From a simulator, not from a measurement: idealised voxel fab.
process module | voxel trench capacitor
The cross-section on display is named cut; it measures 260 nm wide, and its cells are 5 nm squares.
Cross-section, as written here: a square-cell grid given band by band from the top down, where a band holds one or more rows of cells.
The band entry comprises the height of the band's top followed by the height of its bottom, expressed in nm, and subsequently the band's materials from left to right, each stated together with its width in nm. Where a single material is marked with the word "full width", that material fills the band from edge to edge. The word "empty" represents empty space.
Heights are measured from 0, the level below which the as-received wafer is all one material; the lowest band has no bottom and continues downward, written as in "0 and below".
Width spec "30 to 40" -> top row of cells at first value, bottom row at second value, equal per-row change in between.
For the purposes of this document, the phrase "remained the same" attached to a step denotes that no cell within the cross-section was modified by that step.
Empty spaces without an open route to the top, at least 8 cells in extent, make up the entry "Encapsulated voids"; each is given as width x height at distance, where the distance is measured from the left edge, and all are in nm.
Whatever follows a step's settings on its line is a remark the simulator itself makes about that step.
For masked steps, "overlay nm" on the step line gives how far right of plan the mask actually lay; a minus sign means it lay to the left.
**Planned process steps**
1 RECEIVE with material Si
2 CONFORMAL_DEP with material SiN, thk nm 5
3 MASKED_ETCH with tone open, mask id TRENCH, width nm 30, pitch nm 45, etch materials SiN, depth nm 5, overlay nm 0
4 MASKED_ETCH with tone open, mask id TRENCH, width nm 30, pitch nm 45, etch materials Si, depth nm 40, overlay nm 0
5 CONFORMAL_DEP with material Al2O3, thk nm 5
6 CONFORMAL_DEP with material TiN, thk nm 5
7 FILL_DEP with material W, thk nm 5
8 CMP with height nm 5
**As received (post step 1): cross-section**
  0 and below: Si full width
  Encapsulated voids: none
**Figure: cross-sectional view of the wafer upon completion of the module, processed from the initial state and according to the plan depicted above, with one error introduced during execution**
  5 down to 0: 70 SiN / 5 Al2O3 / 5 TiN / 10 W / 5 TiN / 5 Al2O3 / 15 SiN / 5 Al2O3 / 5 TiN / 10 W / 5 TiN / 5 Al2O3 / 15 SiN / 5 Al2O3 / 5 TiN / 10 W / 5 TiN / 5 Al2O3 / 70 SiN
  0 down to -20: 70 Si / 5 Al2O3 / 5 TiN / 10 W / 5 TiN / 5 Al2O3 / 15 Si / 5 Al2O3 / 5 TiN / 10 W / 5 TiN / 5 Al2O3 / 15 Si / 5 Al2O3 / 5 TiN / 10 W / 5 TiN / 5 Al2O3 / 70 Si
  -20 down to -25: 70 Si / 5 Al2O3 / 20 TiN / 5 Al2O3 / 15 Si / 5 Al2O3 / 20 TiN / 5 Al2O3 / 15 Si / 5 Al2O3 / 20 TiN / 5 Al2O3 / 70 Si
  -25 down to -30: 70 Si / 30 Al2O3 / 15 Si / 30 Al2O3 / 15 Si / 30 Al2O3 / 70 Si
  -30 and below: Si full width
  Encapsulated voids: none
Nonconformance to the process plan: it should be noted that step 4 was executed with settings other than those planned, the operation and settings actually applied being MASKED_ETCH with tone open, mask id TRENCH, width nm 30, pitch nm 45, etch materials Si, depth nm 30, overlay nm 0
